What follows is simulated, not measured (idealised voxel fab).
process module | voxel quadruple lines
cross-section cut | 270 nm wide | cells 5 nm
A cross-section is a grid of square cells, given in bands from the top down. A band is one or more rows of cells.
Each band's line starts with the height of the band's top and of its bottom, in nm. Then come its materials from left to right, each with its width in nm. One material with "throughout" fills the band from edge to edge. "air" is empty space.
Height 0 is the level under which the wafer as received is all one material. The lowest band goes on downwards, as in "0 down".
A width such as "30 to 40" changes by the same amount from each row of cells to the next, from the band's top row to its bottom row.
"no change" after a step means that no cell of the cross-section changed.
closed voids: empty space of 8 cells or more with no open way to the top, each as width x height at its distance from the left edge, in nm
after a step's settings: what the simulator itself notes on the step
overlay nm, on a step with a mask: how far to the right of its planned place the mask lay; to the left if negative
plan
1 op RECEIVE | material Si
2 op CONFORMAL_DEP | material SiO2 | thk nm 10
3 op DIRECTIONAL_DEP | material TiN | thk nm 10
4 op DIRECTIONAL_DEP | material polySi | thk nm 15
5 op DIRECTIONAL_DEP | material aC | thk nm 20
6 op PATTERN | tone cover | mask id MANDREL | material resist | width nm 35 | thk nm 30 | overlay nm 0
7 op DIRECTIONAL_ETCH | etch materials aC | depth nm 20
8 op STRIP | etch materials resist
9 op CONFORMAL_DEP | material SiO2 | thk nm 15
10 op DIRECTIONAL_ETCH | etch materials SiO2 | depth nm 15
11 op STRIP | etch materials aC
12 op DIRECTIONAL_ETCH | etch materials polySi | depth nm 15
13 op STRIP | etch materials SiO2
14 op CONFORMAL_DEP | material SiN | thk nm 10
15 op DIRECTIONAL_ETCH | etch materials SiN | depth nm 10
16 op STRIP | etch materials polySi
17 op DIRECTIONAL_ETCH | etch materials TiN | depth nm 10
18 op STRIP | etch materials SiN
19 op FILL_DEP | material SiO2 | thk nm 5
20 op CMP | height nm 20
as received, after step 1
  0 down: Si throughout
  closed voids: none
first wafer at the end, as planned
  20 to 10: SiO2 90 | TiN 10 | SiO2 15 | TiN 10 | SiO2 15 | TiN 10 | SiO2 15 | TiN 10 | SiO2 95
  10 to 0: SiO2 throughout
  0 down: Si throughout
  closed voids: none
second wafer at the end: like start, like plan, one mistake
  20 to 10: SiO2 95 | TiN 10 | SiO2 15 | TiN 10 | SiO2 10 | TiN 10 | SiO2 15 | TiN 10 | SiO2 95
  10 to 0: SiO2 throughout
  0 down: Si throughout
  closed voids: none
what went wrong: step 6 ran as: op PATTERN | tone cover | mask id MANDREL | material resist | width nm 30 | thk nm 30 | overlay nm 0
at the end the second wafer has, in cells: as many of each material as the first, in other places
